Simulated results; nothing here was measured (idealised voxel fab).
process module | voxel transistor to metal
cross-section cut | 190 nm wide | cells 5 nm
A cross-section is a grid of square cells, given in bands from the top down. A band is one or more rows of cells.
Each band's line starts with the height of the band's top and of its bottom, in nm. Then come its materials from left to right, each with its width in nm. One material with "throughout" fills the band from edge to edge. "air" is empty space.
Height 0 is the level under which the wafer as received is all one material. The lowest band goes on downwards, as in "0 down".
A width such as "30 to 40" changes by the same amount from each row of cells to the next, from the band's top row to its bottom row.
"no change" after a step means that no cell of the cross-section changed.
closed voids: empty space of 8 cells or more with no open way to the top, each as width x height at its distance from the left edge, in nm
after a step's settings: what the simulator itself notes on the step
overlay nm, on a step with a mask: how far to the right of its planned place the mask lay; to the left if negative
Each pair below shows a cross-section before one step and the cross-section after it, down to the lowest band that changed. The line under each pair gives the step between them, with its settings. The pairs can come from different runs of this module on the same starting wafer, so a pair continues from the pair above only where its "before" says so.
before
  100 to 85: SiO2 40 | air 20 | SiO2 65 | air 20 | SiO2 45
  85 to 70: SiO2 throughout
  70 to 65: SiCN throughout
  65 to 40: lowk 30 | Ru 20 | lowk 65 | Ru 20 | lowk 55
  40 to 35: lowk 30 | TiN 20 | lowk 65 | TiN 20 | lowk 55
  35 to 25: SiO2 40 | TiN 5 | W 10 | TiN 5 | SiO2 65 | TiN 5 | W 10 | TiN 5 | SiO2 45
  25 to 5: SiO2 40 | TiN 5 | W 10 | TiN 5 | SiO2 15 | SiN 5 | HfO2 5 | TiN 5 | W 5 | TiN 5 | HfO2 5 | SiN 5 | SiO2 15 | TiN 5 | W 10 | TiN 5 | SiO2 45
  5 to 0: SiO2 30 | SiN 5 | SiO2 5 | TiN 5 | W 10 | TiN 5 | SiO2 15 | SiN 5 | HfO2 5 | TiN 15 | HfO2 5 | SiN 5 | SiO2 15 | TiN 5 | W 10 | TiN 5 | SiO2 5 | SiN 5 | SiO2 35
  0 to -5: SiO2 40 | TiN 20 | SiO2 10 | nSi 5 | HfO2 35 | nSi 5 | SiO2 10 | TiN 20 | SiO2 45
  -5 to -10: SiO2 35 | nSi 40 | Si 35 | nSi 40 | SiO2 40
  -10 to -20: SiO2 35 | Si 115 | SiO2 40
  -20 down: Si throughout
  closed voids: none
after
  115 to 100: aC 40 | air 20 | aC 65 | air 20 | aC 45
  100 to 85: SiO2 40 | aC 20 | SiO2 65 | aC 20 | SiO2 45
  below 85: unchanged
  closed voids: none
the step between: op DIRECTIONAL_DEP | material aC | thk nm 15
before: the cross-section after the pair above
after
  150 to 115: resist 40 | air 15 | resist 70 | air 15 | resist 50
  115 to 100: aC 40 | air 15 | resist 5 | aC 65 | air 15 | resist 5 | aC 45
  below 100: unchanged
  closed voids: none
the step between: op PATTERN | tone open | mask id METAL_2_HOLES | material resist | width nm 15 | pitch nm 85 | thk nm 35 | overlay nm 0
before: the cross-section after the pair above
after
  135 to 115: resist 40 | air 15 | resist 70 | air 15 | resist 50
  115 to 100: aC 40 | air 15 | resist 5 | aC 65 | air 15 | resist 5 | aC 45
  100 to 85: SiO2 40 | air 15 | aC 5 | SiO2 65 | air 15 | aC 5 | SiO2 45
  below 85: unchanged
  closed voids: none
the step between: op DIRECTIONAL_ETCH | etch materials aC | depth nm 15
before: the cross-section after the pair above
after
  115 to 100: aC 40 | air 20 | aC 65 | air 20 | aC 45
  below 100: unchanged
  closed voids: none
the step between: op STRIP | etch materials resist
before: the cross-section after the pair above
after
  115 to 100: aC 40 | air 20 | aC 65 | air 20 | aC 45
  100 to 85: SiO2 40 | air 15 | aC 5 | SiO2 65 | air 15 | aC 5 | SiO2 45
  85 to 70: SiO2 40 | air 15 | SiO2 70 | air 15 | SiO2 50
  below 70: unchanged
  closed voids: none
the step between: op DIRECTIONAL_ETCH | etch materials SiO2 | depth nm 15
before: the cross-section after the pair above
after
  115 to 100: aC 40 | air 20 | aC 65 | air 20 | aC 45
  100 to 85: SiO2 40 | air 15 | aC 5 | SiO2 65 | air 15 | aC 5 | SiO2 45
  85 to 70: SiO2 40 | air 15 | SiO2 70 | air 15 | SiO2 50
  70 to 65: SiCN 40 | air 15 | SiCN 70 | air 15 | SiCN 50
  below 65: unchanged
  closed voids: none
the step between: op DIRECTIONAL_ETCH | etch materials SiCN | depth nm 5
before: the cross-section after the pair above
after
  100 to 85: SiO2 40 | air 20 | SiO2 65 | air 20 | SiO2 45
  below 85: unchanged
  closed voids: none
the step between: op STRIP | etch materials aC
before: the cross-section after the pair above
after
  105 to 100: TiN 45 | air 10 | TiN 75 | air 10 | TiN 50
  100 to 90: SiO2 40 | TiN 5 | air 10 | TiN 5 | SiO2 65 | TiN 5 | air 10 | TiN 5 | SiO2 45
  90 to 85: SiO2 40 | TiN 5 | air 5 | TiN 10 | SiO2 65 | TiN 5 | air 5 | TiN 10 | SiO2 45
  85 to 70: SiO2 40 | TiN 5 | air 5 | TiN 5 | SiO2 70 | TiN 5 | air 5 | TiN 5 | SiO2 50
  70 to 65: SiCN 40 | TiN 15 | SiCN 70 | TiN 15 | SiCN 50
  below 65: unchanged
  closed voids: none
the step between: op CONFORMAL_DEP | material TiN | thk nm 5
before: the cross-section after the pair above
after
  110 to 105: Cu throughout
  105 to 100: TiN 45 | Cu 10 | TiN 75 | Cu 10 | TiN 50
  100 to 90: SiO2 40 | TiN 5 | Cu 10 | TiN 5 | SiO2 65 | TiN 5 | Cu 10 | TiN 5 | SiO2 45
  90 to 85: SiO2 40 | TiN 5 | Cu 5 | TiN 10 | SiO2 65 | TiN 5 | Cu 5 | TiN 10 | SiO2 45
  85 to 70: SiO2 40 | TiN 5 | Cu 5 | TiN 5 | SiO2 70 | TiN 5 | Cu 5 | TiN 5 | SiO2 50
  below 70: unchanged
  closed voids: none
the step between: op FILL_DEP | material Cu | thk nm 5
before: the cross-section after the pair above
after
  100 to 90: SiO2 40 | TiN 5 | Cu 10 | TiN 5 | SiO2 65 | TiN 5 | Cu 10 | TiN 5 | SiO2 45
  below 90: unchanged
  closed voids: none
the step between: op CMP | height nm 100
before: the cross-section after the pair above
after
  105 to 100: SiCN throughout
  below 100: unchanged
  closed voids: none
the step between: op CONFORMAL_DEP | material SiCN | thk nm 5
before
  100 to 85: SiO2 40 | air 20 | SiO2 65 | air 20 | SiO2 45
  85 to 70: SiO2 throughout
  70 to 65: SiCN throughout
  65 to 40: lowk 40 | Ru 20 | lowk 65 | Ru 20 | lowk 45
  40 to 35: lowk 40 | TiN 20 | lowk 65 | TiN 20 | lowk 45
  35 to 25: SiO2 40 | TiN 5 | W 10 | TiN 5 | SiO2 65 | TiN 5 | W 10 | TiN 5 | SiO2 45
  25 to 5: SiO2 40 | TiN 5 | W 10 | TiN 5 | SiO2 15 | SiN 5 | HfO2 5 | TiN 5 | W 5 | TiN 5 | HfO2 5 | SiN 5 | SiO2 15 | TiN 5 | W 10 | TiN 5 | SiO2 45
  5 to 0: SiO2 30 | SiN 5 | SiO2 5 | TiN 5 | W 10 | TiN 5 | SiO2 15 | SiN 5 | HfO2 5 | TiN 15 | HfO2 5 | SiN 5 | SiO2 15 | TiN 5 | W 10 | TiN 5 | SiO2 5 | SiN 5 | SiO2 35
  0 to -5: SiO2 40 | TiN 20 | SiO2 10 | nSi 5 | HfO2 35 | nSi 5 | SiO2 10 | TiN 20 | SiO2 45
  -5 to -10: SiO2 35 | nSi 40 | Si 35 | nSi 40 | SiO2 40
  -10 to -20: SiO2 35 | Si 115 | SiO2 40
  -20 down: Si throughout
  closed voids: none
after
  115 to 100: SiN 40 | air 20 | SiN 65 | air 20 | SiN 45
  100 to 85: SiO2 40 | SiN 20 | SiO2 65 | SiN 20 | SiO2 45
  below 85: unchanged
  closed voids: none
the step between: op DIRECTIONAL_DEP | material SiN | thk nm 15
before: the cross-section after the pair above
after
  150 to 115: resist 40 | air 15 | resist 70 | air 15 | resist 50
  115 to 100: SiN 40 | air 15 | resist 5 | SiN 65 | air 15 | resist 5 | SiN 45
  below 100: unchanged
  closed voids: none
the step between: op PATTERN | tone open | mask id METAL_2_HOLES | material resist | width nm 15 | pitch nm 85 | thk nm 35 | overlay nm 0
before: the cross-section after the pair above
after
  135 to 115: resist 40 | air 15 | resist 70 | air 15 | resist 50
  below 115: unchanged
  closed voids: none
the step between: op DIRECTIONAL_ETCH | etch materials aC | depth nm 15
before: the cross-section after the pair above
after
  115 to 100: SiN 40 | air 20 | SiN 65 | air 20 | SiN 45
  below 100: unchanged
  closed voids: none
the step between: op STRIP | etch materials resist
before: the cross-section after the pair above
after
  120 to 115: TiN 45 | air 10 | TiN 75 | air 10 | TiN 50
  115 to 105: SiN 40 | TiN 5 | air 10 | TiN 5 | SiN 65 | TiN 5 | air 10 | TiN 5 | SiN 45
  105 to 100: SiN 40 | TiN 20 | SiN 65 | TiN 20 | SiN 45
  below 100: unchanged
  closed voids: none
the step between: op CONFORMAL_DEP | material TiN | thk nm 5
before: the cross-section after the pair above
after
  125 to 120: Cu throughout
  120 to 115: TiN 45 | Cu 10 | TiN 75 | Cu 10 | TiN 50
  115 to 105: SiN 40 | TiN 5 | Cu 10 | TiN 5 | SiN 65 | TiN 5 | Cu 10 | TiN 5 | SiN 45
  below 105: unchanged
  closed voids: none
the step between: op FILL_DEP | material Cu | thk nm 5
before: the cross-section after the pair above
after
  100 to 85: SiO2 40 | SiN 20 | SiO2 65 | SiN 20 | SiO2 45
  below 85: unchanged
  closed voids: none
the step between: op CMP | height nm 100
before: the cross-section after the pair above
after
  105 to 100: SiCN throughout
  below 100: unchanged
  closed voids: none
the step between: op CONFORMAL_DEP | material SiCN | thk nm 5
before
  20 to 5: SiN throughout
  5 to 0: SiO2 throughout
  0 down: Si throughout
  closed voids: none
after
  20 to 5: SiN 35 | air 115 | SiN 40
  below 5: unchanged
  closed voids: none
the step between: op MASKED_ETCH | tone open | mask id ACTIVE | width nm 115 | etch materials SiN | depth nm 15 | overlay nm 0
before: the cross-section after the pair above
after
  25 to 20: SiO2 throughout
  20 to 5: SiN 35 | SiO2 115 | SiN 40
  below 5: unchanged
  closed voids: none
the step between: op FILL_DEP | material SiO2 | thk nm 5
before: the cross-section after the pair above
after
  20 to 5: SiN 35 | SiO2 115 | SiN 40
  below 5: unchanged
  closed voids: none
the step between: op CMP | height nm 20
before: the cross-section after the pair above
after
  20 to 10: SiN 35 | air 115 | SiN 40
  below 10: unchanged
  closed voids: none
the step between: op SELECTIVE_ETCH | etch materials SiO2 | depth nm 10
before: the cross-section after the pair above
after
  10 to 5: air 35 | SiO2 115 | air 40
  below 5: unchanged
  closed voids: none
the step between: op STRIP | etch materials SiN
before: the cross-section after the pair above
after
  5 to 0: air 40 | SiO2 105 | air 45
  below 0: unchanged
  closed voids: none
the step between: op SELECTIVE_ETCH | etch materials SiO2 | depth nm 5
before: the cross-section after the pair above
after
  5 to 0: air 40 | SiO2 105 | air 45
  0 to -5: SiO2 45 | Si 95 | SiO2 50
  below -5: unchanged
  closed voids: none
the step between: op OXIDIZE | depth nm 5
before: the cross-section after the pair above
after
  35 to 30: air 40 | polySi 105 | air 45
  30 to 5: polySi throughout
  5 to 0: polySi 40 | SiO2 105 | polySi 45
  below 0: unchanged
  closed voids: none
the step between: op DIRECTIONAL_DEP | material polySi | thk nm 30
before: the cross-section after the pair above
after
  50 to 45: air 40 | SiCN 105 | air 45
  45 to 35: SiCN throughout
  35 to 30: SiCN 40 | polySi 105 | SiCN 45
  below 30: unchanged
  closed voids: none
the step between: op DIRECTIONAL_DEP | material SiCN | thk nm 15
before: the cross-section after the pair above
after
  60 to 55: air 40 | aC 105 | air 45
  55 to 50: aC throughout
  50 to 45: aC 40 | SiCN 105 | aC 45
  below 45: unchanged
  closed voids: none
the step between: op DIRECTIONAL_DEP | material aC | thk nm 10
before: the cross-section after the pair above
after
  85 to 60: air 80 | resist 25 | air 85
  below 60: unchanged
  closed voids: none
the step between: op PATTERN | tone cover | mask id GATE | material resist | width nm 25 | thk nm 25 | overlay nm 0
before: the cross-section after the pair above
after
  75 to 60: air 80 | resist 25 | air 85
  60 to 50: air 80 | aC 25 | air 85
  50 to 45: air 40 | SiCN 105 | air 45
  below 45: unchanged
  closed voids: none
the step between: op DIRECTIONAL_ETCH | etch materials aC | depth nm 10
before: the cross-section after the pair above
after
  60 to 50: air 80 | aC 25 | air 85
  below 50: unchanged
  closed voids: none
the step between: op STRIP | etch materials resist
before: the cross-section after the pair above
after
  60 to 50: air 80 | aC 25 | air 85
  50 to 35: air 80 | SiCN 25 | air 85
  35 to 30: air 40 | polySi 105 | air 45
  below 30: unchanged
  closed voids: none
the step between: op DIRECTIONAL_ETCH | etch materials SiCN | depth nm 25
before: the cross-section after the pair above
after
  60 to 50: air 80 | aC 25 | air 85
  50 to 35: air 80 | SiCN 25 | air 85
  35 to 5: air 80 | polySi 25 | air 85
  5 to 0: air 40 | SiO2 105 | air 45
  below 0: unchanged
  closed voids: none
the step between: op DIRECTIONAL_ETCH | etch materials polySi | depth nm 40
before: the cross-section after the pair above
after
  50 to 35: air 80 | SiCN 25 | air 85
  below 35: unchanged
  closed voids: none
the step between: op STRIP | etch materials aC
before: the cross-section after the pair above
after
  55 to 50: air 75 | SiN 35 | air 80
  50 to 35: air 75 | SiN 5 | SiCN 25 | SiN 5 | air 80
  35 to 10: air 75 | SiN 5 | polySi 25 | SiN 5 | air 80
  10 to 5: air 35 | SiN 45 | polySi 25 | SiN 45 | air 40
  5 to 0: SiN 40 | SiO2 105 | SiN 45
  below 0: unchanged
  closed voids: none
the step between: op CONFORMAL_DEP | material SiN | thk nm 5
before: the cross-section after the pair above
after
  50 to 35: air 75 | SiN 5 | SiCN 25 | SiN 5 | air 80
  35 to 5: air 75 | SiN 5 | polySi 25 | SiN 5 | air 80
  5 to 0: air 35 | SiN 5 | SiO2 105 | SiN 5 | air 40
  below 0: unchanged
  closed voids: none
the step between: op DIRECTIONAL_ETCH | etch materials SiN | depth nm 5
before: the cross-section after the pair above
after
  50 to 35: air 75 | SiN 5 | SiCN 25 | SiN 5 | air 80
  35 to 5: air 75 | SiN 5 | polySi 25 | SiN 5 | air 80
  5 to 0: air 35 | SiN 5 | air 35 | SiO2 35 | air 35 | SiN 5 | air 40
  0 to -5: air 35 | SiO2 10 | Si 95 | SiO2 10 | air 40
  below -5: unchanged
  closed voids: none
the step between: op DIRECTIONAL_ETCH | etch materials SiO2 | depth nm 5
before: the cross-section after the pair above
after
  50 to 35: air 75 | SiN 5 | SiCN 25 | SiN 5 | air 80
  35 to 5: air 75 | SiN 5 | polySi 25 | SiN 5 | air 80
  5 to 0: air 35 | SiN 5 | air 35 | SiO2 35 | air 35 | SiN 5 | air 40
  0 to -5: air 35 | SiO2 10 | air 30 | Si 35 | air 30 | SiO2 10 | air 40
  -5 to -10: air 35 | Si 115 | air 40
  below -10: unchanged
  closed voids: none
the step between: op DIRECTIONAL_ETCH | etch materials Si | depth nm 5
before: the cross-section after the pair above
after
  50 to 35: air 75 | SiN 5 | SiCN 25 | SiN 5 | air 80
  35 to 5: air 75 | SiN 5 | polySi 25 | SiN 5 | air 80
  5 to 0: air 35 | SiN 5 | air 30 | nSi 5 | SiO2 35 | nSi 5 | air 30 | SiN 5 | air 40
  0 to -5: air 30 | nSi 5 | SiO2 10 | nSi 30 | Si 35 | nSi 30 | SiO2 10 | nSi 5 | air 35
  -5 to -10: nSi 35 | Si 115 | nSi 40
  below -10: unchanged
  closed voids: none
the step between: op EPI | material nSi | thk nm 5
before: the cross-section after the pair above
after
  55 to 50: SiO2 throughout
  50 to 35: SiO2 75 | SiN 5 | SiCN 25 | SiN 5 | SiO2 80
  35 to 5: SiO2 75 | SiN 5 | polySi 25 | SiN 5 | SiO2 80
  5 to 0: SiO2 35 | SiN 5 | SiO2 30 | nSi 5 | SiO2 35 | nSi 5 | SiO2 30 | SiN 5 | SiO2 40
  0 to -5: SiO2 30 | nSi 5 | SiO2 10 | nSi 30 | Si 35 | nSi 30 | SiO2 10 | nSi 5 | SiO2 35
  below -5: unchanged
  closed voids: none
the step between: op FILL_DEP | material SiO2 | thk nm 5
before: the cross-section after the pair above
after
  30 to 5: SiO2 75 | SiN 5 | polySi 25 | SiN 5 | SiO2 80
  below 5: unchanged
  closed voids: none
the step between: op CMP | height nm 30
before: the cross-section after the pair above
after
  30 to 5: SiO2 75 | SiN 5 | air 25 | SiN 5 | SiO2 80
  below 5: unchanged
  closed voids: none
the step between: op STRIP | etch materials polySi
before: the cross-section after the pair above
after
  30 to 25: air 75 | SiN 5 | air 25 | SiN 5 | air 80
  25 to 5: SiO2 75 | SiN 5 | air 25 | SiN 5 | SiO2 80
  5 to 0: SiO2 35 | SiN 5 | SiO2 30 | nSi 5 | air 35 | nSi 5 | SiO2 30 | SiN 5 | SiO2 40
  below 0: unchanged
  closed voids: none
the step between: op SELECTIVE_ETCH | etch materials SiO2 | depth nm 5
before: the cross-section after the pair above
after
  35 to 30: air 70 | HfO2 15 | air 15 | HfO2 15 | air 75
  30 to 25: HfO2 75 | SiN 5 | HfO2 5 | air 15 | HfO2 5 | SiN 5 | HfO2 80
  25 to 5: SiO2 75 | SiN 5 | HfO2 5 | air 15 | HfO2 5 | SiN 5 | SiO2 80
  5 to 0: SiO2 35 | SiN 5 | SiO2 30 | nSi 5 | HfO2 35 | nSi 5 | SiO2 30 | SiN 5 | SiO2 40
  below 0: unchanged
  closed voids: none
the step between: op CONFORMAL_DEP | material HfO2 | thk nm 5
before: the cross-section after the pair above
after
  40 to 35: air 65 | TiN 25 | air 5 | TiN 25 | air 70
  35 to 30: TiN 70 | HfO2 15 | TiN 5 | air 5 | TiN 5 | HfO2 15 | TiN 75
  30 to 25: HfO2 75 | SiN 5 | HfO2 5 | TiN 5 | air 5 | TiN 5 | HfO2 5 | SiN 5 | HfO2 80
  25 to 10: SiO2 75 | SiN 5 | HfO2 5 | TiN 5 | air 5 | TiN 5 | HfO2 5 | SiN 5 | SiO2 80
  10 to 5: SiO2 75 | SiN 5 | HfO2 5 | TiN 15 | HfO2 5 | SiN 5 | SiO2 80
  below 5: unchanged
  closed voids: none
the step between: op CONFORMAL_DEP | material TiN | thk nm 5
before: the cross-section after the pair above
after
  45 to 40: W throughout
  40 to 35: W 65 | TiN 25 | W 5 | TiN 25 | W 70
  35 to 30: TiN 70 | HfO2 15 | TiN 5 | W 5 | TiN 5 | HfO2 15 | TiN 75
  30 to 25: HfO2 75 | SiN 5 | HfO2 5 | TiN 5 | W 5 | TiN 5 | HfO2 5 | SiN 5 | HfO2 80
  25 to 10: SiO2 75 | SiN 5 | HfO2 5 | TiN 5 | W 5 | TiN 5 | HfO2 5 | SiN 5 | SiO2 80
  below 10: unchanged
  closed voids: none
the step between: op FILL_DEP | material W | thk nm 5
before: the cross-section after the pair above
after
  25 to 10: SiO2 75 | SiN 5 | HfO2 5 | TiN 5 | W 5 | TiN 5 | HfO2 5 | SiN 5 | SiO2 80
  below 10: unchanged
  closed voids: none
the step between: op CMP | height nm 25
before: the cross-section after the pair above
after
  35 to 25: SiO2 throughout
  below 25: unchanged
  closed voids: none
the step between: op DIRECTIONAL_DEP | material SiO2 | thk nm 10
before: the cross-section after the pair above
after
  50 to 35: aC throughout
  below 35: unchanged
  closed voids: none
the step between: op DIRECTIONAL_DEP | material aC | thk nm 15
before: the cross-section after the pair above
after
  85 to 50: resist 40 | air 20 | resist 65 | air 20 | resist 45
  below 50: unchanged
  closed voids: none
the step between: op PATTERN | tone open | mask id CONTACT | material resist | width nm 20 | pitch nm 85 | thk nm 35 | overlay nm 0
before: the cross-section after the pair above
after
  70 to 50: resist 40 | air 20 | resist 65 | air 20 | resist 45
  50 to 35: aC 40 | air 20 | aC 65 | air 20 | aC 45
  below 35: unchanged
  closed voids: none
the step between: op DIRECTIONAL_ETCH | etch materials aC | depth nm 15
before: the cross-section after the pair above
after
  50 to 35: aC 40 | air 20 | aC 65 | air 20 | aC 45
  below 35: unchanged
  closed voids: none
the step between: op STRIP | etch materials resist
before: the cross-section after the pair above
after
  50 to 35: aC 40 | air 20 | aC 65 | air 20 | aC 45
  35 to 25: SiO2 40 | air 20 | SiO2 65 | air 20 | SiO2 45
  25 to 10: SiO2 40 | air 20 | SiO2 15 | SiN 5 | HfO2 5 | TiN 5 | W 5 | TiN 5 | HfO2 5 | SiN 5 | SiO2 15 | air 20 | SiO2 45
  10 to 5: SiO2 40 | air 20 | SiO2 15 | SiN 5 | HfO2 5 | TiN 15 | HfO2 5 | SiN 5 | SiO2 15 | air 20 | SiO2 45
  5 to 0: SiO2 35 | SiN 5 | air 20 | SiO2 10 | nSi 5 | HfO2 35 | nSi 5 | SiO2 10 | air 20 | SiN 5 | SiO2 40
  0 to -5: SiO2 30 | nSi 5 | SiO2 5 | air 5 | nSi 30 | Si 35 | nSi 30 | air 5 | SiO2 5 | nSi 5 | SiO2 35
  below -5: unchanged
  closed voids: none
the step between: op DIRECTIONAL_ETCH | etch materials SiO2 | depth nm 40
before: the cross-section after the pair above
after
  35 to 25: SiO2 40 | air 20 | SiO2 65 | air 20 | SiO2 45
  below 25: unchanged
  closed voids: none
the step between: op STRIP | etch materials aC
before: the cross-section after the pair above
after
  40 to 35: TiN 45 | air 10 | TiN 75 | air 10 | TiN 50
  35 to 25: SiO2 40 | TiN 5 | air 10 | TiN 5 | SiO2 65 | TiN 5 | air 10 | TiN 5 | SiO2 45
  25 to 10: SiO2 40 | TiN 5 | air 10 | TiN 5 | SiO2 15 | SiN 5 | HfO2 5 | TiN 5 | W 5 | TiN 5 | HfO2 5 | SiN 5 | SiO2 15 | TiN 5 | air 10 | TiN 5 | SiO2 45
  10 to 5: SiO2 40 | TiN 5 | air 10 | TiN 5 | SiO2 15 | SiN 5 | HfO2 5 | TiN 15 | HfO2 5 | SiN 5 | SiO2 15 | TiN 5 | air 10 | TiN 5 | SiO2 45
  5 to 0: SiO2 35 | SiN 5 | TiN 20 | SiO2 10 | nSi 5 | HfO2 35 | nSi 5 | SiO2 10 | TiN 20 | SiN 5 | SiO2 40
  0 to -5: SiO2 30 | nSi 5 | SiO2 5 | TiN 5 | nSi 30 | Si 35 | nSi 30 | TiN 5 | SiO2 5 | nSi 5 | SiO2 35
  below -5: unchanged
  closed voids: none
the step between: op CONFORMAL_DEP | material TiN | thk nm 5
before: the cross-section after the pair above
after
  45 to 40: W throughout
  40 to 35: TiN 45 | W 10 | TiN 75 | W 10 | TiN 50
  35 to 25: SiO2 40 | TiN 5 | W 10 | TiN 5 | SiO2 65 | TiN 5 | W 10 | TiN 5 | SiO2 45
  25 to 10: SiO2 40 | TiN 5 | W 10 | TiN 5 | SiO2 15 | SiN 5 | HfO2 5 | TiN 5 | W 5 | TiN 5 | HfO2 5 | SiN 5 | SiO2 15 | TiN 5 | W 10 | TiN 5 | SiO2 45
  10 to 5: SiO2 40 | TiN 5 | W 10 | TiN 5 | SiO2 15 | SiN 5 | HfO2 5 | TiN 15 | HfO2 5 | SiN 5 | SiO2 15 | TiN 5 | W 10 | TiN 5 | SiO2 45
  below 5: unchanged
  closed voids: none
the step between: op FILL_DEP | material W | thk nm 5
before: the cross-section after the pair above
after
  35 to 25: SiO2 40 | TiN 5 | W 10 | TiN 5 | SiO2 65 | TiN 5 | W 10 | TiN 5 | SiO2 45
  below 25: unchanged
  closed voids: none
the step between: op CMP | height nm 35
before: the cross-section after the pair above
after
  40 to 35: TiN throughout
  below 35: unchanged
  closed voids: none
the step between: op DIRECTIONAL_DEP | material TiN | thk nm 5
before: the cross-section after the pair above
after
  65 to 40: Ru throughout
  below 40: unchanged
  closed voids: none
the step between: op DIRECTIONAL_DEP | material Ru | thk nm 25
before: the cross-section after the pair above
after
  85 to 65: air 40 | resist 20 | air 65 | resist 20 | air 45
  below 65: unchanged
  closed voids: none
the step between: op PATTERN | tone cover | mask id METAL_1 | material resist | width nm 20 | pitch nm 85 | thk nm 20 | overlay nm 0
before: the cross-section after the pair above
after
  85 to 65: air 40 | resist 20 | air 65 | resist 20 | air 45
  65 to 40: air 40 | Ru 20 | air 65 | Ru 20 | air 45
  below 40: unchanged
  closed voids: none
the step between: op DIRECTIONAL_ETCH | etch materials Ru | depth nm 25
before: the cross-section after the pair above
after
  85 to 65: air 40 | resist 20 | air 65 | resist 20 | air 45
  65 to 40: air 40 | Ru 20 | air 65 | Ru 20 | air 45
  40 to 35: air 40 | TiN 20 | air 65 | TiN 20 | air 45
  below 35: unchanged
  closed voids: none
the step between: op DIRECTIONAL_ETCH | etch materials TiN | depth nm 5
before: the cross-section after the pair above
after
  65 to 40: air 40 | Ru 20 | air 65 | Ru 20 | air 45
  below 40: unchanged
  closed voids: none
the step between: op STRIP | etch materials resist
before: the cross-section after the pair above
after
  70 to 65: lowk throughout
  65 to 40: lowk 40 | Ru 20 | lowk 65 | Ru 20 | lowk 45
  40 to 35: lowk 40 | TiN 20 | lowk 65 | TiN 20 | lowk 45
  below 35: unchanged
  closed voids: none
the step between: op FILL_DEP | material lowk | thk nm 5
before: the cross-section after the pair above
after
  65 to 40: lowk 40 | Ru 20 | lowk 65 | Ru 20 | lowk 45
  below 40: unchanged
  closed voids: none
the step between: op CMP | height nm 65
before: the cross-section after the pair above
after
  70 to 65: SiCN throughout
  below 65: unchanged
  closed voids: none
the step between: op CONFORMAL_DEP | material SiCN | thk nm 5
before: the cross-section after the pair above
after
  100 to 70: SiO2 throughout
  below 70: unchanged
  closed voids: none
the step between: op DIRECTIONAL_DEP | material SiO2 | thk nm 30
before: the cross-section after the pair above
after
  115 to 100: aC throughout
  below 100: unchanged
  closed voids: none
the step between: op DIRECTIONAL_DEP | material aC | thk nm 15
before: the cross-section after the pair above
after
  145 to 115: resist 40 | air 20 | resist 65 | air 20 | resist 45
  below 115: unchanged
  closed voids: none
the step between: op PATTERN | tone open | mask id METAL_2 | material resist | width nm 20 | pitch nm 85 | thk nm 30 | overlay nm 0
before: the cross-section after the pair above
after
  130 to 115: resist 40 | air 20 | resist 65 | air 20 | resist 45
  115 to 100: aC 40 | air 20 | aC 65 | air 20 | aC 45
  below 100: unchanged
  closed voids: none
the step between: op DIRECTIONAL_ETCH | etch materials aC | depth nm 15
before: the cross-section after the pair above
after
  115 to 100: aC 40 | air 20 | aC 65 | air 20 | aC 45
  below 100: unchanged
  closed voids: none
the step between: op STRIP | etch materials resist
before: the cross-section after the pair above
after
  115 to 100: aC 40 | air 20 | aC 65 | air 20 | aC 45
  100 to 85: SiO2 40 | air 20 | SiO2 65 | air 20 | SiO2 45
  below 85: unchanged
  closed voids: none
the step between: op DIRECTIONAL_ETCH | etch materials SiO2 | depth nm 15
before: the cross-section after the pair above
after
  100 to 85: SiO2 40 | air 20 | SiO2 65 | air 20 | SiO2 45
  below 85: unchanged
  closed voids: none
the step between: op STRIP | etch materials aC
before: the cross-section after the pair above
after
  115 to 100: aC 40 | air 20 | aC 65 | air 20 | aC 45
  100 to 85: SiO2 40 | aC 20 | SiO2 65 | aC 20 | SiO2 45
  below 85: unchanged
  closed voids: none
the step between: op DIRECTIONAL_DEP | material aC | thk nm 15
before: the cross-section after the pair above
after
  150 to 115: resist 40 | air 15 | resist 70 | air 15 | resist 50
  115 to 100: aC 40 | air 15 | resist 5 | aC 65 | air 15 | resist 5 | aC 45
  below 100: unchanged
  closed voids: none
the step between: op PATTERN | tone open | mask id METAL_2_HOLES | material resist | width nm 15 | pitch nm 85 | thk nm 35 | overlay nm 0
before: the cross-section after the pair above
after
  135 to 115: resist 40 | air 15 | resist 70 | air 15 | resist 50
  115 to 100: aC 40 | air 15 | resist 5 | aC 65 | air 15 | resist 5 | aC 45
  100 to 85: SiO2 40 | air 15 | aC 5 | SiO2 65 | air 15 | aC 5 | SiO2 45
  below 85: unchanged
  closed voids: none
the step between: op DIRECTIONAL_ETCH | etch materials aC | depth nm 15
before: the cross-section after the pair above
after
  115 to 100: aC 40 | air 20 | aC 65 | air 20 | aC 45
  below 100: unchanged
  closed voids: none
the step between: op STRIP | etch materials resist
before: the cross-section after the pair above
after
  115 to 100: aC 40 | air 20 | aC 65 | air 20 | aC 45
  100 to 85: SiO2 40 | air 15 | aC 5 | SiO2 65 | air 15 | aC 5 | SiO2 45
  85 to 70: SiO2 40 | air 15 | SiO2 70 | air 15 | SiO2 50
  below 70: unchanged
  closed voids: none
the step between: op DIRECTIONAL_ETCH | etch materials SiO2 | depth nm 15
before: the cross-section after the pair above
after
  115 to 100: aC 40 | air 20 | aC 65 | air 20 | aC 45
  100 to 85: SiO2 40 | air 15 | aC 5 | SiO2 65 | air 15 | aC 5 | SiO2 45
  85 to 70: SiO2 40 | air 15 | SiO2 70 | air 15 | SiO2 50
  70 to 65: SiCN 40 | air 15 | SiCN 70 | air 15 | SiCN 50
  below 65: unchanged
  closed voids: none
the step between: op DIRECTIONAL_ETCH | etch materials SiCN | depth nm 5
before: the cross-section after the pair above
after
  100 to 85: SiO2 40 | air 20 | SiO2 65 | air 20 | SiO2 45
  below 85: unchanged
  closed voids: none
the step between: op STRIP | etch materials aC
before: the cross-section after the pair above
after
  105 to 100: TiN 45 | air 10 | TiN 75 | air 10 | TiN 50
  100 to 90: SiO2 40 | TiN 5 | air 10 | TiN 5 | SiO2 65 | TiN 5 | air 10 | TiN 5 | SiO2 45
  90 to 85: SiO2 40 | TiN 5 | air 5 | TiN 10 | SiO2 65 | TiN 5 | air 5 | TiN 10 | SiO2 45
  85 to 70: SiO2 40 | TiN 5 | air 5 | TiN 5 | SiO2 70 | TiN 5 | air 5 | TiN 5 | SiO2 50
  70 to 65: SiCN 40 | TiN 15 | SiCN 70 | TiN 15 | SiCN 50
  below 65: unchanged
  closed voids: none
the step between: op CONFORMAL_DEP | material TiN | thk nm 5
before: the cross-section after the pair above
after
  110 to 105: Cu throughout
  105 to 100: TiN 45 | Cu 10 | TiN 75 | Cu 10 | TiN 50
  100 to 90: SiO2 40 | TiN 5 | Cu 10 | TiN 5 | SiO2 65 | TiN 5 | Cu 10 | TiN 5 | SiO2 45
  90 to 85: SiO2 40 | TiN 5 | Cu 5 | TiN 10 | SiO2 65 | TiN 5 | Cu 5 | TiN 10 | SiO2 45
  85 to 70: SiO2 40 | TiN 5 | Cu 5 | TiN 5 | SiO2 70 | TiN 5 | Cu 5 | TiN 5 | SiO2 50
  below 70: unchanged
  closed voids: none
the step between: op FILL_DEP | material Cu | thk nm 5
